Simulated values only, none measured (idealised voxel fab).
Process module under the name voxel capacitor over wiring
Pictured: cross-section cut, 235 nm wide, on a grid of 5 nm square cells.
Heads up, the way a cross-section reads in here is a grid of square cells, handed over as bands from the top down, with every band being one or more rows of cells. Band entry format. Leading values: height of top, height of bottom, nm. Remainder: materials in left-to-right order, each with its width in nm. Special words: "throughout" on a single material, which then fills the band edge to edge; "blank", empty space. Heights from 0 (as-received wafer is one material below). Bottom band endless downward, as "from 0 down". With a width like "30->40", each row of cells in the band differs from the next by the same amount, the top row carrying the first number and the bottom row the second. Any step labelled "changes: none" changed none of the cells in the cross-section. Entry "Catalogued sealed voids" = empty spaces >= 8 cells with no open way to the top; each as width x height at distance, distance from left edge, all nm. On each step's line, the part that comes after the settings is the simulator's own comment on the step. The line of a step may include "overlay nm". On a step with a mask, this value is how far to the right of its planned place the mask lay. A negative value means the mask lay to the left.
The following list gives the planned process steps
1: op RECEIVE | material Si
2: op CONFORMAL_DEP | material SiO2 | thk nm 15
3: op DIRECTIONAL_DEP | material TiN | thk nm 5
4: op DIRECTIONAL_DEP | material Ru | thk nm 20
5: op DIRECTIONAL_DEP | material aC | thk nm 10
6: op PATTERN | tone cover | mask id METAL_1 | material resist | width nm 20 | pitch nm 90 | thk nm 30 | overlay nm 0
7: op DIRECTIONAL_ETCH | etch materials aC | depth nm 5
8: op STRIP | etch materials resist
9: op DIRECTIONAL_ETCH | etch materials Ru | depth nm 20
10: op DIRECTIONAL_ETCH | etch materials TiN | depth nm 5
11: op STRIP | etch materials aC
12: op FILL_DEP | material SiO2 | thk nm 10
13: op CMP | height nm 40
14: op CONFORMAL_DEP | material SiCN | thk nm 5
15: op DIRECTIONAL_DEP | material lowk | thk nm 15
16: op MASKED_ETCH | tone open | mask id PLUG_1 | width nm 15 | etch materials lowk | depth nm 15 | overlay nm 0
17: op MASKED_ETCH | tone open | mask id PLUG_1 | width nm 15 | etch materials SiCN | depth nm 5 | overlay nm 0
18: op CONFORMAL_DEP | material TiN | thk nm 5
19: op FILL_DEP | material Ru | thk nm 10
20: op CMP | height nm 60
21: op DIRECTIONAL_DEP | material TiN | thk nm 10
22: op DIRECTIONAL_DEP | material Al2O3 | thk nm 5
23: op DIRECTIONAL_DEP | material TiN | thk nm 5
24: op PATTERN | tone cover | mask id UPPER_PLATE | material resist | width nm 75 | thk nm 20 | overlay nm 0
25: op DIRECTIONAL_ETCH | etch materials TiN | depth nm 5
26: op DIRECTIONAL_ETCH | etch materials Al2O3 | depth nm 5
27: op STRIP | etch materials resist
28: op PATTERN | tone cover | mask id LOWER_PLATE | material resist | width nm 85 | thk nm 15 | overlay nm 0
29: op DIRECTIONAL_ETCH | etch materials TiN | depth nm 10
30: op STRIP | etch materials resist
31: op FILL_DEP | material SiO2 | thk nm 15
32: op CMP | height nm 90
33: op MASKED_ETCH | tone open | mask id PLUG_2 | width nm 15 | etch materials SiO2 | depth nm 10 | overlay nm 0
34: op CONFORMAL_DEP | material TiN | thk nm 5
35: op FILL_DEP | material Ru | thk nm 10
36: op CMP | height nm 90
37: op CONFORMAL_DEP | material SiN | thk nm 5
Same starting wafers, different depth nm at step 7. Plan value belongs to the first wafer.
Cross-section of the first of several received wafers, showing its state after step 1
- from 0 down = Si throughout
- Catalogued sealed voids: none
Per wafer (row), end of module: delta in cells per material since receipt, (+) for gained, (-) for lost; closed voids after that
depth nm 5, +15 Al2O3, +192 Ru, +44 SiCN, +47 SiN, +353 SiO2, +110 TiN, +132 lowk, Catalogued sealed voids: none
depth nm 10, +15 Al2O3, +36 Ru, +44 SiCN, +47 SiN, +548 SiO2, +71 TiN, +132 lowk, Catalogued sealed voids: none
depth nm 15, +15 Al2O3, +36 Ru, +44 SiCN, +47 SiN, +548 SiO2, +71 TiN, +132 lowk, Catalogued sealed voids: none
depth nm 20, +15 Al2O3, +36 Ru, +44 SiCN, +47 SiN, +548 SiO2, +71 TiN, +132 lowk, Catalogued sealed voids: none
depth nm 25, +15 Al2O3, +36 Ru, +44 SiCN, +47 SiN, +548 SiO2, +71 TiN, +132 lowk, Catalogued sealed voids: none
